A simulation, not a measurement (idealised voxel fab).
process module | voxel transistor to metal
cross-section cut | 300 nm wide | cells 5 nm
A cross-section is a grid of square cells, given in bands from the top down. A band is one or more rows of cells.
Each band's line starts with the height of the band's top and of its bottom, in nm. Then come its materials from left to right, each with its width in nm. One material with "throughout" fills the band from edge to edge. "air" is empty space.
Height 0 is the level under which the wafer as received is all one material. The lowest band goes on downwards, as in "0 down".
A width such as "30 to 40" changes by the same amount from each row of cells to the next, from the band's top row to its bottom row.
"no change" after a step means that no cell of the cross-section changed.
closed voids: empty space of 8 cells or more with no open way to the top, each as width x height at its distance from the left edge, in nm
after a step's settings: what the simulator itself notes on the step
overlay nm, on a step with a mask: how far to the right of its planned place the mask lay; to the left if negative
plan
1 op RECEIVE | material Si
2 op OXIDIZE | depth nm 5
3 op CONFORMAL_DEP | material SiN | thk nm 15
4 op PATTERN | tone cover | mask id ACTIVE | material resist | width nm 90 | pitch nm 110 | thk nm 20 | overlay nm 0
5 op DIRECTIONAL_ETCH | etch materials SiN | depth nm 15
6 op DIRECTIONAL_ETCH | etch materials SiO2 | depth nm 5
7 op DIRECTIONAL_ETCH | etch materials Si | depth nm 30
8 op STRIP | etch materials resist
9 op OXIDIZE | depth nm 5
10 op FILL_DEP | material SiO2 | thk nm 10
11 op CMP | height nm 15
12 op SELECTIVE_ETCH | etch materials SiO2 | depth nm 5
13 op STRIP | etch materials SiN
14 op SELECTIVE_ETCH | etch materials SiO2 | depth nm 5
15 op OXIDIZE | depth nm 5
16 op DIRECTIONAL_DEP | material polySi | thk nm 30
17 op DIRECTIONAL_DEP | material SiCN | thk nm 10
18 op MASKED_ETCH | tone cover | mask id GATE | width nm 15 | pitch nm 110 | etch materials SiCN | depth nm 20 | overlay nm 0
19 op MASKED_ETCH | tone cover | mask id GATE | width nm 20 | pitch nm 110 | etch materials polySi | depth nm 40 | overlay nm 0
20 op CONFORMAL_DEP | material SiO2 | thk nm 5
21 op DIRECTIONAL_ETCH | etch materials SiO2 | depth nm 5
22 op CONFORMAL_DEP | material SiN | thk nm 5
23 op DIRECTIONAL_ETCH | etch materials SiN | depth nm 5
24 op DIRECTIONAL_ETCH | etch materials SiO2 | depth nm 5
25 op DIRECTIONAL_ETCH | etch materials Si | depth nm 15
26 op EPI | material SiGe | thk nm 15
27 op FILL_DEP | material SiO2 | thk nm 5
28 op CMP | height nm 35
29 op DIRECTIONAL_DEP | material SiO2 | thk nm 10
30 op DIRECTIONAL_DEP | material aC | thk nm 15
31 op PATTERN | tone open | mask id CONTACT | material resist | width nm 15 | thk nm 35 | overlay nm 0
32 op DIRECTIONAL_ETCH | etch materials aC | depth nm 15
33 op STRIP | etch materials resist
34 op DIRECTIONAL_ETCH | etch materials SiO2 | depth nm 55
35 op STRIP | etch materials aC
36 op CONFORMAL_DEP | material TiN | thk nm 5
37 op FILL_DEP | material W | thk nm 5
38 op CMP | height nm 45
39 op DIRECTIONAL_DEP | material TiN | thk nm 5
40 op DIRECTIONAL_DEP | material Ru | thk nm 20
41 op PATTERN | tone cover | mask id METAL_1 | material resist | width nm 15 | thk nm 15 | overlay nm 0
42 op DIRECTIONAL_ETCH | etch materials Ru | depth nm 20
43 op DIRECTIONAL_ETCH | etch materials TiN | depth nm 5
44 op STRIP | etch materials resist
45 op CONFORMAL_DEP | material SiN | thk nm 5
46 op FILL_DEP | material SiO2 | thk nm 10
47 op CMP | height nm 70
48 op CONFORMAL_DEP | material SiCN | thk nm 5
varied across the wafers: width nm of step 18. The plan shows the first wafer's value. All wafers start alike
first wafer as received, after step 1
  0 down: Si throughout
  closed voids: none
each wafer at the end: cells of each material gained (+) or lost (-) since it was received, then its closed voids
width nm 15 | +48 Ru | -336 Si | +72 SiCN | +84 SiGe | +120 SiN | +744 SiO2 | +92 TiN | +28 W | +48 polySi | closed voids: none
width nm 20 | +48 Ru | -336 Si | +76 SiCN | +84 SiGe | +120 SiN | +740 SiO2 | +92 TiN | +28 W | +48 polySi | closed voids: none
width nm 25 | +48 Ru | -330 Si | +80 SiCN | +78 SiGe | +120 SiN | +730 SiO2 | +86 TiN | +28 W | +60 polySi | closed voids: none
width nm 30 | +48 Ru | -324 Si | +84 SiCN | +72 SiGe | +120 SiN | +720 SiO2 | +80 TiN | +28 W | +72 polySi | closed voids: none
width nm 35 | +48 Ru | -318 Si | +88 SiCN | +60 SiGe | +120 SiN | +722 SiO2 | +80 TiN | +16 W | +84 polySi | closed voids: none
